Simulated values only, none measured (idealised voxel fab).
voxel self aligned vias: a process module
The cross-section on display is named cut; it measures 220 nm wide, and its cells are 5 nm squares.
We lay out every cross-section as a grid of square cells and spell it out in bands from the top down, where one band means one or more rows of cells. This entry defines a band. It first specifies the height of the band's top and the height of its bottom in nm, and then specifies the band's materials from left to right, stating each material with its width in nm. The word "all across" identifies a single material that fills the band from edge to edge, while the word "blank" identifies empty space. Height 0 is the level under which the wafer as received is all one material. The lowest band goes on downwards, as in "from 0 down". You'd read "30->40" like this: the band's top row of cells is as wide as the first number, its bottom row is as wide as the second, and going down, every row changes width by the same amount as the row before did. It should be understood that the words "no alterations made", when stated for a given step, signify that the cross-section underwent no change in any of its cells during that step. In the "Enclosed cavities" entry, you get each enclosed empty space of 8 cells or more, one with no open way to the top, written width x height at distance, distance from the left edge, in nm. Step line, after settings: the simulator's comment on this step. overlay nm: how far to the right of its planned place the mask lay on this masked step (negative: to the left).

Process steps (planned):
step 1: RECEIVE [material Si]
step 2: CONFORMAL_DEP [material SiO2] [thk nm 10]
step 3: CONFORMAL_DEP [material SiCN] [thk nm 5]
step 4: DIRECTIONAL_DEP [material lowk] [thk nm 30]
step 5: DIRECTIONAL_DEP [material aC] [thk nm 10]
step 6: PATTERN [tone open] [mask id LINES] [material resist] [width nm 30] [pitch nm 70] [thk nm 30] [overlay nm 0]
step 7: DIRECTIONAL_ETCH [etch materials aC] [depth nm 10]
step 8: STRIP [etch materials resist]
step 9: DIRECTIONAL_ETCH [etch materials lowk] [depth nm 30]
step 10: STRIP [etch materials aC]
step 11: CONFORMAL_DEP [material TiN] [thk nm 5]
step 12: FILL_DEP [material W] [thk nm 5]
step 13: CMP [height nm 45]
step 14: SELECTIVE_ETCH [etch materials W Ru TiN] [depth nm 10]
step 15: FILL_DEP [material SiN] [thk nm 10]
step 16: CMP [height nm 45]
step 17: DIRECTIONAL_DEP [material lowk] [thk nm 15]
step 18: MASKED_ETCH [tone open] [mask id VIAS] [width nm 40] [pitch nm 70] [etch materials lowk] [depth nm 15] [overlay nm 0]
step 19: MASKED_ETCH [tone open] [mask id VIAS] [width nm 40] [pitch nm 70] [etch materials SiN] [depth nm 10] [overlay nm 0]
step 20: CONFORMAL_DEP [material TiN] [thk nm 5]
step 21: FILL_DEP [material W] [thk nm 10]
step 22: CMP [height nm 60]
step 23: CONFORMAL_DEP [material SiCN] [thk nm 5]

Wafer, first of two, run as planned:

Wafer cross-section on receipt, i.e. after step 1:
- from 0 down  Si all across
- Enclosed cavities: none

Wafer after step 2 (cross-section):
- from 10 to 0  SiO2 all across
- Beneath the level 0, the cross-section is identical to its previous state.

Wafer after step 3 (cross-section):
- from 15 to 10  SiCN all across
- Beneath the level 10, the cross-section is identical to its previous state.

Wafer after step 4 (cross-section):
- from 45 to 15  lowk all across
- Beneath the level 15, the cross-section is identical to its previous state.

Wafer after step 5 (cross-section):
- from 55 to 45  aC all across
- Beneath the level 45, the cross-section is identical to its previous state.

Wafer after step 6 (cross-section):
- from 85 to 55  resist 60 nm  blank 30 nm  resist 40 nm  blank 30 nm  resist 60 nm
- Beneath the level 55, the cross-section is identical to its previous state.

Wafer after step 7 (cross-section):
- from 75 to 55  resist 60 nm  blank 30 nm  resist 40 nm  blank 30 nm  resist 60 nm
- from 55 to 45  aC 60 nm  blank 30 nm  aC 40 nm  blank 30 nm  aC 60 nm
- Beneath the level 45, the cross-section is identical to its previous state.

Wafer after step 8 (cross-section):
- from 55 to 45  aC 60 nm  blank 30 nm  aC 40 nm  blank 30 nm  aC 60 nm
- Beneath the level 45, the cross-section is identical to its previous state.

Wafer after step 9 (cross-section):
- from 55 to 45  aC 60 nm  blank 30 nm  aC 40 nm  blank 30 nm  aC 60 nm
- from 45 to 15  lowk 60 nm  blank 30 nm  lowk 40 nm  blank 30 nm  lowk 60 nm
- Beneath the level 15, the cross-section is identical to its previous state.

Wafer after step 10 (cross-section):
- from 45 to 15  lowk 60 nm  blank 30 nm  lowk 40 nm  blank 30 nm  lowk 60 nm
- Beneath the level 15, the cross-section is identical to its previous state.

Wafer after step 11 (cross-section):
- from 50 to 45  TiN 65 nm  blank 20 nm  TiN 50 nm  blank 20 nm  TiN 65 nm
- from 45 to 20  lowk 60 nm  TiN 5 nm  blank 20 nm  TiN 5 nm  lowk 40 nm  TiN 5 nm  blank 20 nm  TiN 5 nm  lowk 60 nm
- from 20 to 15  lowk 60 nm  TiN 30 nm  lowk 40 nm  TiN 30 nm  lowk 60 nm
- Beneath the level 15, the cross-section is identical to its previous state.

Wafer after step 12 (cross-section):
- from 55 to 50  W all across
- from 50 to 45  TiN 65 nm  W 20 nm  TiN 50 nm  W 20 nm  TiN 65 nm
- from 45 to 20  lowk 60 nm  TiN 5 nm  W 20 nm  TiN 5 nm  lowk 40 nm  TiN 5 nm  W 20 nm  TiN 5 nm  lowk 60 nm
- Beneath the level 20, the cross-section is identical to its previous state.

Wafer after step 13 (cross-section):
- from 45 to 20  lowk 60 nm  TiN 5 nm  W 20 nm  TiN 5 nm  lowk 40 nm  TiN 5 nm  W 20 nm  TiN 5 nm  lowk 60 nm
- Beneath the level 20, the cross-section is identical to its previous state.

Wafer after step 14 (cross-section):
- from 45 to 35  lowk 60 nm  blank 30 nm  lowk 40 nm  blank 30 nm  lowk 60 nm
- Beneath the level 35, the cross-section is identical to its previous state.

Wafer after step 15 (cross-section):
- from 55 to 45  SiN all across
- from 45 to 35  lowk 60 nm  SiN 30 nm  lowk 40 nm  SiN 30 nm  lowk 60 nm
- Beneath the level 35, the cross-section is identical to its previous state.

Wafer after step 16 (cross-section):
- from 45 to 35  lowk 60 nm  SiN 30 nm  lowk 40 nm  SiN 30 nm  lowk 60 nm
- Beneath the level 35, the cross-section is identical to its previous state.

Wafer after step 17 (cross-section):
- from 60 to 45  lowk all across
- Beneath the level 45, the cross-section is identical to its previous state.

Wafer after step 18 (cross-section):
- from 60 to 45  lowk 55 nm  blank 40 nm  lowk 30 nm  blank 40 nm  lowk 55 nm
- Beneath the level 45, the cross-section is identical to its previous state.

Wafer after step 19 (cross-section):
- from 60 to 45  lowk 55 nm  blank 40 nm  lowk 30 nm  blank 40 nm  lowk 55 nm
- from 45 to 35  lowk 60 nm  blank 30 nm  lowk 40 nm  blank 30 nm  lowk 60 nm
- Beneath the level 35, the cross-section is identical to its previous state.

Wafer after step 20 (cross-section):
- from 65 to 60  TiN 60 nm  blank 30 nm  TiN 40 nm  blank 30 nm  TiN 60 nm
- from 60 to 50  lowk 55 nm  TiN 5 nm  blank 30 nm  TiN 5 nm  lowk 30 nm  TiN 5 nm  blank 30 nm  TiN 5 nm  lowk 55 nm
- from 50 to 40  lowk 55->60 nm  TiN 10->5 nm  blank 20 nm  TiN 10->5 nm  lowk 30->40 nm  TiN 10->5 nm  blank 20 nm  TiN 10->5 nm  lowk 55->60 nm
- from 40 to 35  lowk 60 nm  TiN 30 nm  lowk 40 nm  TiN 30 nm  lowk 60 nm
- Beneath the level 35, the cross-section is identical to its previous state.

Wafer after step 21 (cross-section):
- from 75 to 65  W all across
- from 65 to 60  TiN 60 nm  W 30 nm  TiN 40 nm  W 30 nm  TiN 60 nm
- from 60 to 50  lowk 55 nm  TiN 5 nm  W 30 nm  TiN 5 nm  lowk 30 nm  TiN 5 nm  W 30 nm  TiN 5 nm  lowk 55 nm
- from 50 to 40  lowk 55->60 nm  TiN 10->5 nm  W 20 nm  TiN 10->5 nm  lowk 30->40 nm  TiN 10->5 nm  W 20 nm  TiN 10->5 nm  lowk 55->60 nm
- Beneath the level 40, the cross-section is identical to its previous state.

Wafer after step 22 (cross-section):
- from 60 to 50  lowk 55 nm  TiN 5 nm  W 30 nm  TiN 5 nm  lowk 30 nm  TiN 5 nm  W 30 nm  TiN 5 nm  lowk 55 nm
- Beneath the level 50, the cross-section is identical to its previous state.

Wafer after step 23 (cross-section):
- from 65 to 60  SiCN all across
- Beneath the level 60, the cross-section is identical to its previous state.

The second wafer was prepared from the same starting point and under the same plan as the first; its processing contained one mistake, and it remains indistinguishable from the first wafer up to and including step 17:

Cross-sectional representation of the second wafer at the time designated in the plan for the completion of step 18:
- from 60 to 45  blank 55 nm  lowk 40 nm  blank 30 nm  lowk 40 nm  blank 55 nm
- Beneath the level 45, the cross-section is identical to its previous state.

Cross-sectional representation of the second wafer at the time designated in the plan for the completion of step 19: no alterations made

Cross-sectional representation of the second wafer at the time designated in the plan for the completion of step 20:
- from 65 to 60  blank 50 nm  TiN 50 nm  blank 20 nm  TiN 50 nm  blank 50 nm
- from 60 to 50  blank 50 nm  TiN 5 nm  lowk 40 nm  TiN 5 nm  blank 20 nm  TiN 5 nm  lowk 40 nm  TiN 5 nm  blank 50 nm
- from 50 to 45  TiN 55 nm  lowk 40 nm  TiN 30 nm  lowk 40 nm  TiN 55 nm
- Beneath the level 45, the cross-section is identical to its previous state.

Cross-sectional representation of the second wafer at the time designated in the plan for the completion of step 21:
- from 75 to 65  W all across
- from 65 to 60  W 50 nm  TiN 50 nm  W 20 nm  TiN 50 nm  W 50 nm
- from 60 to 50  W 50 nm  TiN 5 nm  lowk 40 nm  TiN 5 nm  W 20 nm  TiN 5 nm  lowk 40 nm  TiN 5 nm  W 50 nm
- Beneath the level 50, the cross-section is identical to its previous state.

Cross-sectional representation of the second wafer at the time designated in the plan for the completion of step 22:
- from 60 to 50  W 50 nm  TiN 5 nm  lowk 40 nm  TiN 5 nm  W 20 nm  TiN 5 nm  lowk 40 nm  TiN 5 nm  W 50 nm
- Beneath the level 50, the cross-section is identical to its previous state.

Cross-sectional representation of the second wafer at the time designated in the plan for the completion of step 23:
- from 65 to 60  SiCN all across
- Beneath the level 60, the cross-section is identical to its previous state.
Processing error: step 18 ran differently from the plan; actual operation with settings: MASKED_ETCH [tone cover] [mask id VIAS] [width nm 40] [pitch nm 70] [etch materials lowk] [depth nm 15] [overlay nm 0]
Wrapping up, a cell-based count of both wafers puts the second over or under the first for these materials: +24 SiN; +4 TiN; +8 W; -36 lowk
